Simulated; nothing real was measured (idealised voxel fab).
The process module presented herein is designated voxel lift off.
Shown is cross-section cut, with a width of 195 nm and square cells of size 5 nm.
Cross-section = grid of square cells, listed top down in bands; band = one or more rows.
Band: top and bottom heights (nm) first, top before bottom; then materials from left to right, widths in nm. "full width" marks a sole material filling the band edge to edge. "blank" denotes empty space.
It should be noted that heights are counted from 0, beneath which the wafer as supplied is of one material throughout, and that the lowest band possesses no lower boundary but continues downward, as written in "0..down".
It should be noted that a width expressed as "30 to 40" varies in equal increments from row to row of cells within the band, taking the value of the first number at the top row and that of the second number at the bottom row.
Where the words "remained unchanged" appear for a step, the cross-section shows no cell changed by that step; every cell remained as before.
"Unvented cavities": sealed empty spaces, 8 cells or more, no open way to top, listed width x height at distance, with distance from the left edge and width, height and distance in nm.
It should be noted that, on the line of a given step, the content following the step's settings is a remark produced by the simulator itself with respect to that step.
Steps that use a mask can have "overlay nm" on their line. It says how far the mask sat to the right of where it was meant to be. Negative means to the left.
Process steps foreseen in the plan
1 RECEIVE: material Si
2 CONFORMAL_DEP: material Al2O3, thk nm 15
3 PATTERN: tone open, mask id LINES, material resist, width nm 15, pitch nm 45, thk nm 30, overlay nm -5
4 DIRECTIONAL_DEP: material Ru, thk nm 15
5 STRIP: etch materials resist
6 CONFORMAL_DEP: material SiN, thk nm 5
For this document, wafers share an identical start and vary in the step 3 overlay nm; the plan quotes the first wafer's value.
As-received cross-section, first of several wafers, post step 1
    0..down | Si full width
    Unvented cavities: none
Every row in this table is a wafer at the end of the module, and it gives, for each of the materials, the cells that wafer has gained (+) or lost (-) since it was received, then its closed voids
overlay nm -5, +117 Al2O3, +36 Ru, +63 SiN, Unvented cavities: none
overlay nm 0, +117 Al2O3, +36 Ru, +63 SiN, Unvented cavities: none
overlay nm 5, +117 Al2O3, +36 Ru, +63 SiN, Unvented cavities: none
overlay nm 10, +117 Al2O3, +36 Ru, +63 SiN, Unvented cavities: none
